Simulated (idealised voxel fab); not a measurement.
A process module follows: voxel plated lines.
Cross-section cut spans 155 nm and uses square cells 5 nm in size.
Throughout this document, each cross-section is represented as a grid of square cells and is presented as a sequence of bands enumerated from the top downward, where a band comprises one or more rows of cells. Band: top height; bottom height; in nm. Then, left to right: material with width in nm, for each material. "all across": a single material spanning edge to edge. "air": empty space. Ref level 0: as-received wafer is one material below here. Bottom band extends down with no lower bound ("0 down"). A two-number width, for instance "30..40", indicates that the width is equal to the first number in the top row of the band and to the second number in the bottom row, and that it changes by a constant amount per row of cells. Key: "no alterations made" - step with no changed cell in the cross-section. Heads up: "Trapped voids" only lists the empty pockets with no open path to the top that are 8 cells or more, and it writes them as width x height at distance, distance from the left edge, in nm. Step line, after settings: the simulator's comment on this step. The optional step-line setting "overlay nm" applies to steps with a mask and quantifies how far to the right of its planned location the mask lay, a negative value indicating leftward placement.
# The steps planned for the process are as follows
1: RECEIVE: material Si
2: CONFORMAL_DEP: material Al2O3, thk nm 15
3: DIRECTIONAL_DEP: material TiN, thk nm 5
4: PATTERN: tone open, mask id LINES, material resist, width nm 15, pitch nm 30, thk nm 40, overlay nm -15
5: EPI: material Ru, thk nm 10
6: EPI: material Ru, thk nm 5
7: EPI: material Ru, thk nm 5
8: STRIP: etch materials resist
9: DIRECTIONAL_ETCH: etch materials TiN, depth nm 5
10: CONFORMAL_DEP: material SiO2, thk nm 10
For clarity, it should be stated that the wafers under discussion commence in an identical condition and differ with respect to the overlay nm of step 4, the plan indicating the value that the first wafer had.
# Incoming state of the first of several wafers in cross-section: after step 1
	0 down: Si all across
	Trapped voids: none
# Below: a row per wafer. Contents at end of module: for every material, cells gained since receipt (+) or lost since receipt (-); then closed voids
overlay nm -15, +93 Al2O3, +24 Ru, +97 SiO2, +6 TiN, Trapped voids: none
overlay nm -10, +93 Al2O3, +24 Ru, +97 SiO2, +6 TiN, Trapped voids: none
overlay nm -5, +93 Al2O3, +24 Ru, +97 SiO2, +6 TiN, Trapped voids: none
overlay nm 0, +93 Al2O3, +24 Ru, +97 SiO2, +6 TiN, Trapped voids: none
overlay nm 5, +93 Al2O3, +24 Ru, +97 SiO2, +6 TiN, Trapped voids: none
overlay nm 10, +93 Al2O3, +24 Ru, +97 SiO2, +6 TiN, Trapped voids: none
overlay nm 15, +93 Al2O3, +24 Ru, +97 SiO2, +6 TiN, Trapped voids: none
